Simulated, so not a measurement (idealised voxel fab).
process module | voxel transistor to metal
cross-section cut | 150 nm wide | cells 5 nm
A cross-section is a grid of square cells, given in bands from the top down. A band is one or more rows of cells.
Each band's line starts with the height of the band's top and of its bottom, in nm. Then come its materials from left to right, each with its width in nm. One material with "throughout" fills the band from edge to edge. "air" is empty space.
Height 0 is the level under which the wafer as received is all one material. The lowest band goes on downwards, as in "0 down".
A width such as "30 to 40" changes by the same amount from each row of cells to the next, from the band's top row to its bottom row.
"no change" after a step means that no cell of the cross-section changed.
closed voids: empty space of 8 cells or more with no open way to the top, each as width x height at its distance from the left edge, in nm
after a step's settings: what the simulator itself notes on the step
overlay nm, on a step with a mask: how far to the right of its planned place the mask lay; to the left if negative
plan
1 op RECEIVE | material Si
2 op OXIDIZE | depth nm 5
3 op CONFORMAL_DEP | material SiN | thk nm 10
4 op MASKED_ETCH | tone cover | mask id ACTIVE | width nm 105 | etch materials SiN | depth nm 10 | overlay nm 0
5 op MASKED_ETCH | tone cover | mask id ACTIVE | width nm 105 | etch materials SiO2 | depth nm 5 | overlay nm 0
6 op MASKED_ETCH | tone cover | mask id ACTIVE | width nm 105 | etch materials Si | depth nm 25 | overlay nm 0
7 op FILL_DEP | material SiO2 | thk nm 15
8 op CMP | height nm 10
9 op SELECTIVE_ETCH | etch materials SiO2 | depth nm 10
10 op STRIP | etch materials SiN
11 op SELECTIVE_ETCH | etch materials SiO2 | depth nm 5
12 op OXIDIZE | depth nm 5
13 op DIRECTIONAL_DEP | material polySi | thk nm 20
14 op DIRECTIONAL_DEP | material SiCN | thk nm 10
15 op PATTERN | tone cover | mask id GATE | material resist | width nm 15 | thk nm 15 | overlay nm 0
16 op DIRECTIONAL_ETCH | etch materials SiCN | depth nm 20
17 op DIRECTIONAL_ETCH | etch materials polySi | depth nm 30
18 op STRIP | etch materials resist
19 op CONFORMAL_DEP | material SiO2 | thk nm 5
20 op DIRECTIONAL_ETCH | etch materials SiO2 | depth nm 5
21 op CONFORMAL_DEP | material SiN | thk nm 10
22 op DIRECTIONAL_ETCH | etch materials SiN | depth nm 10
23 op DIRECTIONAL_ETCH | etch materials SiO2 | depth nm 5
24 op DIRECTIONAL_ETCH | etch materials Si | depth nm 5
25 op EPI | material SiGe | thk nm 5
26 op FILL_DEP | material SiO2 | thk nm 5
27 op CMP | height nm 25
28 op DIRECTIONAL_DEP | material SiO2 | thk nm 10
29 op DIRECTIONAL_DEP | material aC | thk nm 15
30 op PATTERN | tone open | mask id CONTACT | material resist | width nm 30 | pitch nm 55 | thk nm 35 | overlay nm 0
31 op DIRECTIONAL_ETCH | etch materials aC | depth nm 15
32 op STRIP | etch materials resist
33 op DIRECTIONAL_ETCH | etch materials SiO2 | depth nm 45
34 op STRIP | etch materials aC
35 op CONFORMAL_DEP | material TiN | thk nm 5
36 op FILL_DEP | material W | thk nm 5
37 op CMP | height nm 35
38 op DIRECTIONAL_DEP | material TiN | thk nm 5
39 op DIRECTIONAL_DEP | material Ru | thk nm 15
40 op PATTERN | tone cover | mask id METAL_1 | material resist | width nm 15 | pitch nm 70 | thk nm 20 | overlay nm 0
41 op DIRECTIONAL_ETCH | etch materials Ru | depth nm 15
42 op DIRECTIONAL_ETCH | etch materials TiN | depth nm 5
43 op STRIP | etch materials resist
44 op CONFORMAL_DEP | material SiCN | thk nm 5
45 op FILL_DEP | material lowk | thk nm 10
46 op CMP | height nm 55
47 op CONFORMAL_DEP | material SiCN | thk nm 5
48 op DIRECTIONAL_DEP | material SiO2 | thk nm 35
49 op PATTERN | tone open | mask id METAL_2 | material resist | width nm 15 | pitch nm 70 | thk nm 20 | overlay nm 0
50 op DIRECTIONAL_ETCH | etch materials SiO2 | depth nm 20
51 op STRIP | etch materials resist
52 op DIRECTIONAL_DEP | material aC | thk nm 10
53 op PATTERN | tone open | mask id METAL_2_HOLES | material resist | width nm 15 | pitch nm 70 | thk nm 30 | overlay nm 0
54 op DIRECTIONAL_ETCH | etch materials aC | depth nm 10
55 op STRIP | etch materials resist
56 op DIRECTIONAL_ETCH | etch materials SiO2 | depth nm 15
57 op DIRECTIONAL_ETCH | etch materials SiCN | depth nm 5
58 op STRIP | etch materials aC
59 op CONFORMAL_DEP | material TiN | thk nm 5
60 op FILL_DEP | material Cu | thk nm 5
61 op CMP | height nm 95
62 op CONFORMAL_DEP | material SiCN | thk nm 5
first wafer, as planned
as received, after step 1
  0 down: Si throughout
  closed voids: none
after step 2
  0 to -5: SiO2 throughout
  below -5: unchanged
after step 3
  10 to 0: SiN throughout
  below 0: unchanged
after step 4
  10 to 0: air 20 | SiN 105 | air 25
  below 0: unchanged
after step 5
  10 to 0: air 20 | SiN 105 | air 25
  0 to -5: air 20 | SiO2 105 | air 25
  below -5: unchanged
after step 6
  10 to 0: air 20 | SiN 105 | air 25
  0 to -5: air 20 | SiO2 105 | air 25
  -5 to -30: air 20 | Si 105 | air 25
  below -30: unchanged
after step 7
  25 to 10: SiO2 throughout
  10 to 0: SiO2 20 | SiN 105 | SiO2 25
  0 to -5: SiO2 throughout
  -5 to -30: SiO2 20 | Si 105 | SiO2 25
  below -30: unchanged
after step 8
  10 to 0: SiO2 20 | SiN 105 | SiO2 25
  below 0: unchanged
after step 9
  10 to 0: air 20 | SiN 105 | air 25
  below 0: unchanged
after step 10
  0 to -5: SiO2 throughout
  below -5: unchanged
after step 11
  -5 to -30: SiO2 20 | Si 105 | SiO2 25
  below -30: unchanged
after step 12
  -5 to -10: SiO2 throughout
  below -10: unchanged
after step 13
  15 to -5: polySi throughout
  below -5: unchanged
after step 14
  25 to 15: SiCN throughout
  below 15: unchanged
after step 15
  40 to 25: air 65 | resist 15 | air 70
  below 25: unchanged
after step 16
  40 to 25: air 65 | resist 15 | air 70
  25 to 15: air 65 | SiCN 15 | air 70
  below 15: unchanged
after step 17
  40 to 25: air 65 | resist 15 | air 70
  25 to 15: air 65 | SiCN 15 | air 70
  15 to -5: air 65 | polySi 15 | air 70
  below -5: unchanged
after step 18
  25 to 15: air 65 | SiCN 15 | air 70
  below 15: unchanged
after step 19
  30 to 25: air 60 | SiO2 25 | air 65
  25 to 15: air 60 | SiO2 5 | SiCN 15 | SiO2 5 | air 65
  15 to 0: air 60 | SiO2 5 | polySi 15 | SiO2 5 | air 65
  0 to -5: SiO2 65 | polySi 15 | SiO2 70
  below -5: unchanged
after step 20
  25 to 15: air 60 | SiO2 5 | SiCN 15 | SiO2 5 | air 65
  15 to -5: air 60 | SiO2 5 | polySi 15 | SiO2 5 | air 65
  below -5: unchanged
after step 21
  35 to 25: air 50 | SiN 45 | air 55
  25 to 15: air 50 | SiN 10 | SiO2 5 | SiCN 15 | SiO2 5 | SiN 10 | air 55
  15 to 5: air 50 | SiN 10 | SiO2 5 | polySi 15 | SiO2 5 | SiN 10 | air 55
  5 to -5: SiN 60 | SiO2 5 | polySi 15 | SiO2 5 | SiN 65
  below -5: unchanged
after step 22
  25 to 15: air 50 | SiN 10 | SiO2 5 | SiCN 15 | SiO2 5 | SiN 10 | air 55
  15 to -5: air 50 | SiN 10 | SiO2 5 | polySi 15 | SiO2 5 | SiN 10 | air 55
  below -5: unchanged
after step 23
  25 to 20: air 50 | SiN 10 | air 5 | SiCN 15 | air 5 | SiN 10 | air 55
  20 to 15: air 50 | SiN 10 | SiO2 5 | SiCN 15 | SiO2 5 | SiN 10 | air 55
  15 to -5: air 50 | SiN 10 | SiO2 5 | polySi 15 | SiO2 5 | SiN 10 | air 55
  -5 to -10: air 50 | SiO2 45 | air 55
  below -10: unchanged
after step 24
  25 to 20: air 50 | SiN 10 | air 5 | SiCN 15 | air 5 | SiN 10 | air 55
  20 to 15: air 50 | SiN 10 | SiO2 5 | SiCN 15 | SiO2 5 | SiN 10 | air 55
  15 to -5: air 50 | SiN 10 | SiO2 5 | polySi 15 | SiO2 5 | SiN 10 | air 55
  -5 to -10: air 50 | SiO2 45 | air 55
  -10 to -15: SiO2 20 | air 30 | Si 45 | air 30 | SiO2 25
  below -15: unchanged
after step 25
  25 to 20: air 50 | SiN 10 | air 5 | SiCN 15 | air 5 | SiN 10 | air 55
  20 to 15: air 50 | SiN 10 | SiO2 5 | SiCN 15 | SiO2 5 | SiN 10 | air 55
  15 to -5: air 50 | SiN 10 | SiO2 5 | polySi 15 | SiO2 5 | SiN 10 | air 55
  -5 to -10: air 45 | SiGe 5 | SiO2 45 | SiGe 5 | air 50
  -10 to -15: SiO2 20 | SiGe 30 | Si 45 | SiGe 30 | SiO2 25
  below -15: unchanged
after step 26
  30 to 25: SiO2 throughout
  25 to 15: SiO2 50 | SiN 10 | SiO2 5 | SiCN 15 | SiO2 5 | SiN 10 | SiO2 55
  15 to -5: SiO2 50 | SiN 10 | SiO2 5 | polySi 15 | SiO2 5 | SiN 10 | SiO2 55
  -5 to -10: SiO2 45 | SiGe 5 | SiO2 45 | SiGe 5 | SiO2 50
  below -10: unchanged
after step 27
  25 to 15: SiO2 50 | SiN 10 | SiO2 5 | SiCN 15 | SiO2 5 | SiN 10 | SiO2 55
  below 15: unchanged
after step 28
  35 to 25: SiO2 throughout
  below 25: unchanged
after step 29
  50 to 35: aC throughout
  below 35: unchanged
after step 30
  85 to 50: resist 30 | air 30 | resist 25 | air 30 | resist 35
  below 50: unchanged
after step 31
  70 to 50: resist 30 | air 30 | resist 25 | air 30 | resist 35
  50 to 35: aC 30 | air 30 | aC 25 | air 30 | aC 35
  below 35: unchanged
after step 32
  50 to 35: aC 30 | air 30 | aC 25 | air 30 | aC 35
  below 35: unchanged
after step 33
  50 to 35: aC 30 | air 30 | aC 25 | air 30 | aC 35
  35 to 25: SiO2 30 | air 30 | SiO2 25 | air 30 | SiO2 35
  25 to 15: SiO2 30 | air 20 | SiN 10 | SiO2 5 | SiCN 15 | SiO2 5 | SiN 10 | air 20 | SiO2 35
  15 to -5: SiO2 30 | air 20 | SiN 10 | SiO2 5 | polySi 15 | SiO2 5 | SiN 10 | air 20 | SiO2 35
  -5 to -10: SiO2 30 | air 15 | SiGe 5 | SiO2 45 | SiGe 5 | air 15 | SiO2 35
  below -10: unchanged
after step 34
  35 to 25: SiO2 30 | air 30 | SiO2 25 | air 30 | SiO2 35
  below 25: unchanged
after step 35
  40 to 35: TiN 35 | air 20 | TiN 35 | air 20 | TiN 40
  35 to 25: SiO2 30 | TiN 5 | air 20 to 10 | TiN 5 to 15 | SiO2 25 | TiN 5 to 15 | air 20 to 10 | TiN 5 | SiO2 35
  25 to 15: SiO2 30 | TiN 5 | air 10 | TiN 5 | SiN 10 | SiO2 5 | SiCN 15 | SiO2 5 | SiN 10 | TiN 5 | air 10 | TiN 5 | SiO2 35
  15 to 0: SiO2 30 | TiN 5 | air 10 | TiN 5 | SiN 10 | SiO2 5 | polySi 15 | SiO2 5 | SiN 10 | TiN 5 | air 10 | TiN 5 | SiO2 35
  0 to -5: SiO2 30 | TiN 5 | air 5 | TiN 10 | SiN 10 | SiO2 5 | polySi 15 | SiO2 5 | SiN 10 | TiN 10 | air 5 | TiN 5 | SiO2 35
  -5 to -10: SiO2 30 | TiN 15 | SiGe 5 | SiO2 45 | SiGe 5 | TiN 15 | SiO2 35
  below -10: unchanged
after step 36
  45 to 40: W throughout
  40 to 35: TiN 35 | W 20 | TiN 35 | W 20 | TiN 40
  35 to 25: SiO2 30 | TiN 5 | W 20 to 10 | TiN 5 to 15 | SiO2 25 | TiN 5 to 15 | W 20 to 10 | TiN 5 | SiO2 35
  25 to 15: SiO2 30 | TiN 5 | W 10 | TiN 5 | SiN 10 | SiO2 5 | SiCN 15 | SiO2 5 | SiN 10 | TiN 5 | W 10 | TiN 5 | SiO2 35
  15 to 0: SiO2 30 | TiN 5 | W 10 | TiN 5 | SiN 10 | SiO2 5 | polySi 15 | SiO2 5 | SiN 10 | TiN 5 | W 10 | TiN 5 | SiO2 35
  0 to -5: SiO2 30 | TiN 5 | W 5 | TiN 10 | SiN 10 | SiO2 5 | polySi 15 | SiO2 5 | SiN 10 | TiN 10 | W 5 | TiN 5 | SiO2 35
  below -5: unchanged
after step 37
  35 to 25: SiO2 30 | TiN 5 | W 20 to 10 | TiN 5 to 15 | SiO2 25 | TiN 5 to 15 | W 20 to 10 | TiN 5 | SiO2 35
  below 25: unchanged
after step 38
  40 to 35: TiN throughout
  below 35: unchanged
after step 39
  55 to 40: Ru throughout
  below 40: unchanged
after step 40
  75 to 55: air 30 | resist 15 | air 55 | resist 15 | air 35
  below 55: unchanged
after step 41
  75 to 55: air 30 | resist 15 | air 55 | resist 15 | air 35
  55 to 40: air 30 | Ru 15 | air 55 | Ru 15 | air 35
  below 40: unchanged
after step 42
  75 to 55: air 30 | resist 15 | air 55 | resist 15 | air 35
  55 to 40: air 30 | Ru 15 | air 55 | Ru 15 | air 35
  40 to 35: air 30 | TiN 15 | air 55 | TiN 15 | air 35
  below 35: unchanged
after step 43
  55 to 40: air 30 | Ru 15 | air 55 | Ru 15 | air 35
  below 40: unchanged
after step 44
  60 to 55: air 25 | SiCN 25 | air 45 | SiCN 25 | air 30
  55 to 40: air 25 | SiCN 5 | Ru 15 | SiCN 5 | air 45 | SiCN 5 | Ru 15 | SiCN 5 | air 30
  40 to 35: SiCN 30 | TiN 15 | SiCN 55 | TiN 15 | SiCN 35
  below 35: unchanged
after step 45
  70 to 60: lowk throughout
  60 to 55: lowk 25 | SiCN 25 | lowk 45 | SiCN 25 | lowk 30
  55 to 40: lowk 25 | SiCN 5 | Ru 15 | SiCN 5 | lowk 45 | SiCN 5 | Ru 15 | SiCN 5 | lowk 30
  below 40: unchanged
after step 46
  55 to 40: lowk 25 | SiCN 5 | Ru 15 | SiCN 5 | lowk 45 | SiCN 5 | Ru 15 | SiCN 5 | lowk 30
  below 40: unchanged
after step 47
  60 to 55: SiCN throughout
  below 55: unchanged
after step 48
  95 to 60: SiO2 throughout
  below 60: unchanged
after step 49
  115 to 95: resist 30 | air 15 | resist 55 | air 15 | resist 35
  below 95: unchanged
after step 50
  115 to 95: resist 30 | air 15 | resist 55 | air 15 | resist 35
  95 to 75: SiO2 30 | air 15 | SiO2 55 | air 15 | SiO2 35
  below 75: unchanged
after step 51
  95 to 75: SiO2 30 | air 15 | SiO2 55 | air 15 | SiO2 35
  below 75: unchanged
after step 52
  105 to 95: aC 30 | air 15 | aC 55 | air 15 | aC 35
  95 to 85: SiO2 30 | air 15 | SiO2 55 | air 15 | SiO2 35
  85 to 75: SiO2 30 | aC 15 | SiO2 55 | aC 15 | SiO2 35
  below 75: unchanged
after step 53
  135 to 105: resist 30 | air 15 | resist 55 | air 15 | resist 35
  below 105: unchanged
after step 54
  125 to 105: resist 30 | air 15 | resist 55 | air 15 | resist 35
  105 to 95: aC 30 | air 15 | aC 55 | air 15 | aC 35
  95 to 75: SiO2 30 | air 15 | SiO2 55 | air 15 | SiO2 35
  below 75: unchanged
after step 55
  105 to 95: aC 30 | air 15 | aC 55 | air 15 | aC 35
  below 95: unchanged
after step 56
  105 to 95: aC 30 | air 15 | aC 55 | air 15 | aC 35
  95 to 60: SiO2 30 | air 15 | SiO2 55 | air 15 | SiO2 35
  below 60: unchanged
after step 57
  105 to 95: aC 30 | air 15 | aC 55 | air 15 | aC 35
  95 to 60: SiO2 30 | air 15 | SiO2 55 | air 15 | SiO2 35
  60 to 55: SiCN 30 | air 15 | SiCN 55 | air 15 | SiCN 35
  below 55: unchanged
after step 58
  95 to 60: SiO2 30 | air 15 | SiO2 55 | air 15 | SiO2 35
  below 60: unchanged
after step 59
  100 to 95: TiN 35 | air 5 | TiN 65 | air 5 | TiN 40
  95 to 60: SiO2 30 | TiN 5 | air 5 | TiN 5 | SiO2 55 | TiN 5 | air 5 | TiN 5 | SiO2 35
  60 to 55: SiCN 30 | TiN 15 | SiCN 55 | TiN 15 | SiCN 35
  below 55: unchanged
after step 60
  105 to 100: Cu throughout
  100 to 95: TiN 35 | Cu 5 | TiN 65 | Cu 5 | TiN 40
  95 to 60: SiO2 30 | TiN 5 | Cu 5 | TiN 5 | SiO2 55 | TiN 5 | Cu 5 | TiN 5 | SiO2 35
  below 60: unchanged
after step 61
  95 to 60: SiO2 30 | TiN 5 | Cu 5 | TiN 5 | SiO2 55 | TiN 5 | Cu 5 | TiN 5 | SiO2 35
  below 60: unchanged
after step 62
  100 to 95: SiCN throughout
  below 95: unchanged
second wafer: like start, like plan, one mistake. Through step 5 it matches the first wafer
when step 6 should have ended
  10 to 0: air 20 | SiN 105 | air 25
  0 to -5: air 20 | SiO2 105 | air 25
  -5 to -55: air 20 | Si 105 | air 25
  below -55: unchanged
when step 7 should have ended
  25 to 10: SiO2 throughout
  10 to 0: SiO2 20 | SiN 105 | SiO2 25
  0 to -5: SiO2 throughout
  -5 to -55: SiO2 20 | Si 105 | SiO2 25
  below -55: unchanged
when step 8 should have ended
  10 to 0: SiO2 20 | SiN 105 | SiO2 25
  below 0: unchanged
when step 9 should have ended
  10 to 0: air 20 | SiN 105 | air 25
  below 0: unchanged
when step 10 should have ended
  0 to -5: SiO2 throughout
  below -5: unchanged
when step 11 should have ended
  -5 to -55: SiO2 20 | Si 105 | SiO2 25
  below -55: unchanged
when step 12 should have ended
  -5 to -10: SiO2 throughout
  below -10: unchanged
when step 13 should have ended
  15 to -5: polySi throughout
  below -5: unchanged
when step 14 should have ended
  25 to 15: SiCN throughout
  below 15: unchanged
when step 15 should have ended
  40 to 25: air 65 | resist 15 | air 70
  below 25: unchanged
when step 16 should have ended
  40 to 25: air 65 | resist 15 | air 70
  25 to 15: air 65 | SiCN 15 | air 70
  below 15: unchanged
when step 17 should have ended
  40 to 25: air 65 | resist 15 | air 70
  25 to 15: air 65 | SiCN 15 | air 70
  15 to -5: air 65 | polySi 15 | air 70
  below -5: unchanged
when step 18 should have ended
  25 to 15: air 65 | SiCN 15 | air 70
  below 15: unchanged
when step 19 should have ended
  30 to 25: air 60 | SiO2 25 | air 65
  25 to 15: air 60 | SiO2 5 | SiCN 15 | SiO2 5 | air 65
  15 to 0: air 60 | SiO2 5 | polySi 15 | SiO2 5 | air 65
  0 to -5: SiO2 65 | polySi 15 | SiO2 70
  below -5: unchanged
when step 20 should have ended
  25 to 15: air 60 | SiO2 5 | SiCN 15 | SiO2 5 | air 65
  15 to -5: air 60 | SiO2 5 | polySi 15 | SiO2 5 | air 65
  below -5: unchanged
when step 21 should have ended
  35 to 25: air 50 | SiN 45 | air 55
  25 to 15: air 50 | SiN 10 | SiO2 5 | SiCN 15 | SiO2 5 | SiN 10 | air 55
  15 to 5: air 50 | SiN 10 | SiO2 5 | polySi 15 | SiO2 5 | SiN 10 | air 55
  5 to -5: SiN 60 | SiO2 5 | polySi 15 | SiO2 5 | SiN 65
  below -5: unchanged
when step 22 should have ended
  25 to 15: air 50 | SiN 10 | SiO2 5 | SiCN 15 | SiO2 5 | SiN 10 | air 55
  15 to -5: air 50 | SiN 10 | SiO2 5 | polySi 15 | SiO2 5 | SiN 10 | air 55
  below -5: unchanged
when step 23 should have ended
  25 to 20: air 50 | SiN 10 | air 5 | SiCN 15 | air 5 | SiN 10 | air 55
  20 to 15: air 50 | SiN 10 | SiO2 5 | SiCN 15 | SiO2 5 | SiN 10 | air 55
  15 to -5: air 50 | SiN 10 | SiO2 5 | polySi 15 | SiO2 5 | SiN 10 | air 55
  -5 to -10: air 50 | SiO2 45 | air 55
  below -10: unchanged
when step 24 should have ended
  25 to 20: air 50 | SiN 10 | air 5 | SiCN 15 | air 5 | SiN 10 | air 55
  20 to 15: air 50 | SiN 10 | SiO2 5 | SiCN 15 | SiO2 5 | SiN 10 | air 55
  15 to -5: air 50 | SiN 10 | SiO2 5 | polySi 15 | SiO2 5 | SiN 10 | air 55
  -5 to -10: air 50 | SiO2 45 | air 55
  -10 to -15: SiO2 20 | air 30 | Si 45 | air 30 | SiO2 25
  below -15: unchanged
when step 25 should have ended
  25 to 20: air 50 | SiN 10 | air 5 | SiCN 15 | air 5 | SiN 10 | air 55
  20 to 15: air 50 | SiN 10 | SiO2 5 | SiCN 15 | SiO2 5 | SiN 10 | air 55
  15 to -5: air 50 | SiN 10 | SiO2 5 | polySi 15 | SiO2 5 | SiN 10 | air 55
  -5 to -10: air 45 | SiGe 5 | SiO2 45 | SiGe 5 | air 50
  -10 to -15: SiO2 20 | SiGe 30 | Si 45 | SiGe 30 | SiO2 25
  below -15: unchanged
when step 26 should have ended
  30 to 25: SiO2 throughout
  25 to 15: SiO2 50 | SiN 10 | SiO2 5 | SiCN 15 | SiO2 5 | SiN 10 | SiO2 55
  15 to -5: SiO2 50 | SiN 10 | SiO2 5 | polySi 15 | SiO2 5 | SiN 10 | SiO2 55
  -5 to -10: SiO2 45 | SiGe 5 | SiO2 45 | SiGe 5 | SiO2 50
  below -10: unchanged
when step 27 should have ended
  25 to 15: SiO2 50 | SiN 10 | SiO2 5 | SiCN 15 | SiO2 5 | SiN 10 | SiO2 55
  below 15: unchanged
when step 28 should have ended
  35 to 25: SiO2 throughout
  below 25: unchanged
when step 29 should have ended
  50 to 35: aC throughout
  below 35: unchanged
when step 30 should have ended
  85 to 50: resist 30 | air 30 | resist 25 | air 30 | resist 35
  below 50: unchanged
when step 31 should have ended
  70 to 50: resist 30 | air 30 | resist 25 | air 30 | resist 35
  50 to 35: aC 30 | air 30 | aC 25 | air 30 | aC 35
  below 35: unchanged
when step 32 should have ended
  50 to 35: aC 30 | air 30 | aC 25 | air 30 | aC 35
  below 35: unchanged
when step 33 should have ended
  50 to 35: aC 30 | air 30 | aC 25 | air 30 | aC 35
  35 to 25: SiO2 30 | air 30 | SiO2 25 | air 30 | SiO2 35
  25 to 15: SiO2 30 | air 20 | SiN 10 | SiO2 5 | SiCN 15 | SiO2 5 | SiN 10 | air 20 | SiO2 35
  15 to -5: SiO2 30 | air 20 | SiN 10 | SiO2 5 | polySi 15 | SiO2 5 | SiN 10 | air 20 | SiO2 35
  -5 to -10: SiO2 30 | air 15 | SiGe 5 | SiO2 45 | SiGe 5 | air 15 | SiO2 35
  below -10: unchanged
when step 34 should have ended
  35 to 25: SiO2 30 | air 30 | SiO2 25 | air 30 | SiO2 35
  below 25: unchanged
when step 35 should have ended
  40 to 35: TiN 35 | air 20 | TiN 35 | air 20 | TiN 40
  35 to 25: SiO2 30 | TiN 5 | air 20 to 10 | TiN 5 to 15 | SiO2 25 | TiN 5 to 15 | air 20 to 10 | TiN 5 | SiO2 35
  25 to 15: SiO2 30 | TiN 5 | air 10 | TiN 5 | SiN 10 | SiO2 5 | SiCN 15 | SiO2 5 | SiN 10 | TiN 5 | air 10 | TiN 5 | SiO2 35
  15 to 0: SiO2 30 | TiN 5 | air 10 | TiN 5 | SiN 10 | SiO2 5 | polySi 15 | SiO2 5 | SiN 10 | TiN 5 | air 10 | TiN 5 | SiO2 35
  0 to -5: SiO2 30 | TiN 5 | air 5 | TiN 10 | SiN 10 | SiO2 5 | polySi 15 | SiO2 5 | SiN 10 | TiN 10 | air 5 | TiN 5 | SiO2 35
  -5 to -10: SiO2 30 | TiN 15 | SiGe 5 | SiO2 45 | SiGe 5 | TiN 15 | SiO2 35
  below -10: unchanged
when step 36 should have ended
  45 to 40: W throughout
  40 to 35: TiN 35 | W 20 | TiN 35 | W 20 | TiN 40
  35 to 25: SiO2 30 | TiN 5 | W 20 to 10 | TiN 5 to 15 | SiO2 25 | TiN 5 to 15 | W 20 to 10 | TiN 5 | SiO2 35
  25 to 15: SiO2 30 | TiN 5 | W 10 | TiN 5 | SiN 10 | SiO2 5 | SiCN 15 | SiO2 5 | SiN 10 | TiN 5 | W 10 | TiN 5 | SiO2 35
  15 to 0: SiO2 30 | TiN 5 | W 10 | TiN 5 | SiN 10 | SiO2 5 | polySi 15 | SiO2 5 | SiN 10 | TiN 5 | W 10 | TiN 5 | SiO2 35
  0 to -5: SiO2 30 | TiN 5 | W 5 | TiN 10 | SiN 10 | SiO2 5 | polySi 15 | SiO2 5 | SiN 10 | TiN 10 | W 5 | TiN 5 | SiO2 35
  below -5: unchanged
when step 37 should have ended
  35 to 25: SiO2 30 | TiN 5 | W 20 to 10 | TiN 5 to 15 | SiO2 25 | TiN 5 to 15 | W 20 to 10 | TiN 5 | SiO2 35
  below 25: unchanged
when step 38 should have ended
  40 to 35: TiN throughout
  below 35: unchanged
when step 39 should have ended
  55 to 40: Ru throughout
  below 40: unchanged
when step 40 should have ended
  75 to 55: air 30 | resist 15 | air 55 | resist 15 | air 35
  below 55: unchanged
when step 41 should have ended
  75 to 55: air 30 | resist 15 | air 55 | resist 15 | air 35
  55 to 40: air 30 | Ru 15 | air 55 | Ru 15 | air 35
  below 40: unchanged
when step 42 should have ended
  75 to 55: air 30 | resist 15 | air 55 | resist 15 | air 35
  55 to 40: air 30 | Ru 15 | air 55 | Ru 15 | air 35
  40 to 35: air 30 | TiN 15 | air 55 | TiN 15 | air 35
  below 35: unchanged
when step 43 should have ended
  55 to 40: air 30 | Ru 15 | air 55 | Ru 15 | air 35
  below 40: unchanged
when step 44 should have ended
  60 to 55: air 25 | SiCN 25 | air 45 | SiCN 25 | air 30
  55 to 40: air 25 | SiCN 5 | Ru 15 | SiCN 5 | air 45 | SiCN 5 | Ru 15 | SiCN 5 | air 30
  40 to 35: SiCN 30 | TiN 15 | SiCN 55 | TiN 15 | SiCN 35
  below 35: unchanged
when step 45 should have ended
  70 to 60: lowk throughout
  60 to 55: lowk 25 | SiCN 25 | lowk 45 | SiCN 25 | lowk 30
  55 to 40: lowk 25 | SiCN 5 | Ru 15 | SiCN 5 | lowk 45 | SiCN 5 | Ru 15 | SiCN 5 | lowk 30
  below 40: unchanged
when step 46 should have ended
  55 to 40: lowk 25 | SiCN 5 | Ru 15 | SiCN 5 | lowk 45 | SiCN 5 | Ru 15 | SiCN 5 | lowk 30
  below 40: unchanged
when step 47 should have ended
  60 to 55: SiCN throughout
  below 55: unchanged
when step 48 should have ended
  95 to 60: SiO2 throughout
  below 60: unchanged
when step 49 should have ended
  115 to 95: resist 30 | air 15 | resist 55 | air 15 | resist 35
  below 95: unchanged
when step 50 should have ended
  115 to 95: resist 30 | air 15 | resist 55 | air 15 | resist 35
  95 to 75: SiO2 30 | air 15 | SiO2 55 | air 15 | SiO2 35
  below 75: unchanged
when step 51 should have ended
  95 to 75: SiO2 30 | air 15 | SiO2 55 | air 15 | SiO2 35
  below 75: unchanged
when step 52 should have ended
  105 to 95: aC 30 | air 15 | aC 55 | air 15 | aC 35
  95 to 85: SiO2 30 | air 15 | SiO2 55 | air 15 | SiO2 35
  85 to 75: SiO2 30 | aC 15 | SiO2 55 | aC 15 | SiO2 35
  below 75: unchanged
when step 53 should have ended
  135 to 105: resist 30 | air 15 | resist 55 | air 15 | resist 35
  below 105: unchanged
when step 54 should have ended
  125 to 105: resist 30 | air 15 | resist 55 | air 15 | resist 35
  105 to 95: aC 30 | air 15 | aC 55 | air 15 | aC 35
  95 to 75: SiO2 30 | air 15 | SiO2 55 | air 15 | SiO2 35
  below 75: unchanged
when step 55 should have ended
  105 to 95: aC 30 | air 15 | aC 55 | air 15 | aC 35
  below 95: unchanged
when step 56 should have ended
  105 to 95: aC 30 | air 15 | aC 55 | air 15 | aC 35
  95 to 60: SiO2 30 | air 15 | SiO2 55 | air 15 | SiO2 35
  below 60: unchanged
when step 57 should have ended
  105 to 95: aC 30 | air 15 | aC 55 | air 15 | aC 35
  95 to 60: SiO2 30 | air 15 | SiO2 55 | air 15 | SiO2 35
  60 to 55: SiCN 30 | air 15 | SiCN 55 | air 15 | SiCN 35
  below 55: unchanged
when step 58 should have ended
  95 to 60: SiO2 30 | air 15 | SiO2 55 | air 15 | SiO2 35
  below 60: unchanged
when step 59 should have ended
  100 to 95: TiN 35 | air 5 | TiN 65 | air 5 | TiN 40
  95 to 60: SiO2 30 | TiN 5 | air 5 | TiN 5 | SiO2 55 | TiN 5 | air 5 | TiN 5 | SiO2 35
  60 to 55: SiCN 30 | TiN 15 | SiCN 55 | TiN 15 | SiCN 35
  below 55: unchanged
when step 60 should have ended
  105 to 100: Cu throughout
  100 to 95: TiN 35 | Cu 5 | TiN 65 | Cu 5 | TiN 40
  95 to 60: SiO2 30 | TiN 5 | Cu 5 | TiN 5 | SiO2 55 | TiN 5 | Cu 5 | TiN 5 | SiO2 35
  below 60: unchanged
when step 61 should have ended
  95 to 60: SiO2 30 | TiN 5 | Cu 5 | TiN 5 | SiO2 55 | TiN 5 | Cu 5 | TiN 5 | SiO2 35
  below 60: unchanged
when step 62 should have ended
  100 to 95: SiCN throughout
  below 95: unchanged
what went wrong: step 6 was run twice
at the end the second wafer has, in cells: 45 fewer of Si | 45 more of SiO2
